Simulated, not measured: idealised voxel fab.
process module | voxel plated lines
cross-section cut | 215 nm wide | cells 5 nm
A cross-section is a grid of square cells, given in bands from the top down. A band is one or more rows of cells.
Each band's line starts with the height of the band's top and of its bottom, in nm. Then come its materials from left to right, each with its width in nm. One material with "throughout" fills the band from edge to edge. "air" is empty space.
Height 0 is the level under which the wafer as received is all one material. The lowest band goes on downwards, as in "0 down".
A width such as "30 to 40" changes by the same amount from each row of cells to the next, from the band's top row to its bottom row.
"no change" after a step means that no cell of the cross-section changed.
closed voids: empty space of 8 cells or more with no open way to the top, each as width x height at its distance from the left edge, in nm
after a step's settings: what the simulator itself notes on the step
overlay nm, on a step with a mask: how far to the right of its planned place the mask lay; to the left if negative
plan
1 op RECEIVE | material Si
2 op CONFORMAL_DEP | material SiN | thk nm 10
3 op DIRECTIONAL_DEP | material TiN | thk nm 5
4 op PATTERN | tone open | mask id LINES | material resist | width nm 25 | pitch nm 45 | thk nm 40 | overlay nm 0
5 op EPI | material Ru | thk nm 10
6 op EPI | material Ru | thk nm 10
7 op EPI | material Ru | thk nm 10
8 op STRIP | etch materials resist
9 op DIRECTIONAL_ETCH | etch materials TiN | depth nm 5
10 op CONFORMAL_DEP | material SiCN | thk nm 10
first wafer, as planned
as received, after step 1
  0 down: Si throughout
  closed voids: none
after step 2
  10 to 0: SiN throughout
  below 0: unchanged
after step 3
  15 to 10: TiN throughout
  below 10: unchanged
after step 4
  55 to 15: resist 50 | air 25 | resist 20 | air 25 | resist 20 | air 25 | resist 50
  below 15: unchanged
after step 5
  55 to 25: resist 50 | air 25 | resist 20 | air 25 | resist 20 | air 25 | resist 50
  25 to 15: resist 50 | Ru 25 | resist 20 | Ru 25 | resist 20 | Ru 25 | resist 50
  below 15: unchanged
after step 6
  55 to 35: resist 50 | air 25 | resist 20 | air 25 | resist 20 | air 25 | resist 50
  35 to 15: resist 50 | Ru 25 | resist 20 | Ru 25 | resist 20 | Ru 25 | resist 50
  below 15: unchanged
after step 7
  55 to 45: resist 50 | air 25 | resist 20 | air 25 | resist 20 | air 25 | resist 50
  45 to 15: resist 50 | Ru 25 | resist 20 | Ru 25 | resist 20 | Ru 25 | resist 50
  below 15: unchanged
after step 8
  45 to 15: air 50 | Ru 25 | air 20 | Ru 25 | air 20 | Ru 25 | air 50
  below 15: unchanged
after step 9
  45 to 15: air 50 | Ru 25 | air 20 | Ru 25 | air 20 | Ru 25 | air 50
  15 to 10: air 50 | TiN 25 | air 20 | TiN 25 | air 20 | TiN 25 | air 50
  below 10: unchanged
after step 10
  55 to 45: air 40 | SiCN 135 | air 40
  45 to 20: air 40 | SiCN 10 | Ru 25 | SiCN 20 | Ru 25 | SiCN 20 | Ru 25 | SiCN 10 | air 40
  20 to 15: SiCN 50 | Ru 25 | SiCN 20 | Ru 25 | SiCN 20 | Ru 25 | SiCN 50
  15 to 10: SiCN 50 | TiN 25 | SiCN 20 | TiN 25 | SiCN 20 | TiN 25 | SiCN 50
  below 10: unchanged
second wafer: like start, like plan, one mistake. Through step 1 it matches the first wafer
when step 2 should have ended
  5 to 0: TiN throughout
  below 0: unchanged
when step 3 should have ended
  15 to 5: SiN throughout
  below 5: unchanged
when step 4 should have ended
  55 to 15: resist 50 | air 25 | resist 20 | air 25 | resist 20 | air 25 | resist 50
  below 15: unchanged
when step 5 should have ended: no change
when step 6 should have ended: no change
when step 7 should have ended: no change
when step 8 should have ended
  15 to 5: SiN throughout
  below 5: unchanged
when step 9 should have ended: no change
when step 10 should have ended
  25 to 15: SiCN throughout
  below 15: unchanged
what went wrong: steps 2 and 3 were swapped
at the end the second wafer has, in cells: 90 fewer of Ru | 84 fewer of SiCN | 28 more of TiN
